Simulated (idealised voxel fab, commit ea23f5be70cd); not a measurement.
The following is a process module called voxel self aligned contacts.
Displayed cross-section: cut, width of 215 nm, square cells sized 5 nm.
A cross-section in this document is a grid of square cells, and it is written down as bands, the top band listed before the ones below it; a band is made up of one or more rows of cells. First you get the band's top height and its bottom height, in nm, and then the materials it's made of, left to right, with each width in nm. If you see a single material with "everywhere", that one covers the band edge to edge. "empty" is empty space. Height reference: 0 = level under which incoming wafer is all one material. Lowest band: no bottom, runs on downward, e.g. "0 and below". Read "30->40" as a graded width: first number on top, second number at the bottom, same change between each pair of neighbouring rows. You'll sometimes find "nothing got changed" written for a step, and that's the way of saying that nowhere in the cross-section did a cell change during that step. Each empty space that has no open way to the top and spans at least 8 cells appears under "Unvented voids" as width x height at distance, the distance counted from the left edge, all in nm. Step line, after settings: the simulator's comment on this step. "overlay nm" on a masked step: distance the mask lay right of its planned place, negative for left.

[The planned process steps are enumerated hereunder]
1: RECEIVE | material Si
2: OXIDIZE | depth nm 5
3: DIRECTIONAL_DEP | material polySi | thk nm 30
4: DIRECTIONAL_DEP | material SiN | thk nm 20
5: DIRECTIONAL_DEP | material aC | thk nm 10
6: PATTERN | tone cover | mask id GATE | material resist | width nm 25 | pitch nm 60 | thk nm 25 | overlay nm 0
7: DIRECTIONAL_ETCH | etch materials aC | depth nm 10
8: STRIP | etch materials resist
9: DIRECTIONAL_ETCH | etch materials SiN | depth nm 20
10: DIRECTIONAL_ETCH | etch materials polySi | depth nm 30
11: STRIP | etch materials aC
12: CONFORMAL_DEP | material SiN | thk nm 5
13: DIRECTIONAL_ETCH | etch materials SiN | depth nm 5
14: FILL_DEP | material SiO2 | thk nm 10
15: CMP | height nm 55
16: PATTERN | tone open | mask id CONTACT | material resist | width nm 45 | thk nm 15 | overlay nm 0
17: DIRECTIONAL_ETCH | etch materials SiO2 | depth nm 60
18: STRIP | etch materials resist
19: CONFORMAL_DEP | material TiN | thk nm 5
20: FILL_DEP | material Ru | thk nm 10
21: CMP | height nm 55
22: CONFORMAL_DEP | material SiN | thk nm 5

[Wafer at receipt (post step 1), cross-section]
0 and below | Si everywhere
Unvented voids: none

[End state of the module in cross-section, given the above starting point and plan and one mistake in execution]
60 down to 55 | SiN everywhere
55 down to 50 | SiO2 (80), then TiN (20), then Ru (15), then TiN (20), then SiO2 (80)
50 down to 30 | SiO2 (60), then SiN (35), then TiN (5), then Ru (15), then TiN (5), then SiN (35), then SiO2 (60)
30 down to 0 | SiO2 (60), then SiN (5), then polySi (25), then SiN (5), then TiN (5), then Ru (15), then TiN (5), then SiN (5), then polySi (25), then SiN (5), then SiO2 (60)
0 down to -5 | SiO2 (95), then TiN (25), then SiO2 (95)
-5 and below | Si everywhere
Unvented voids: none
Plan not followed: contrary to plan, step 16 was performed as PATTERN | tone open | mask id CONTACT | material resist | width nm 55 | thk nm 15 | overlay nm 0
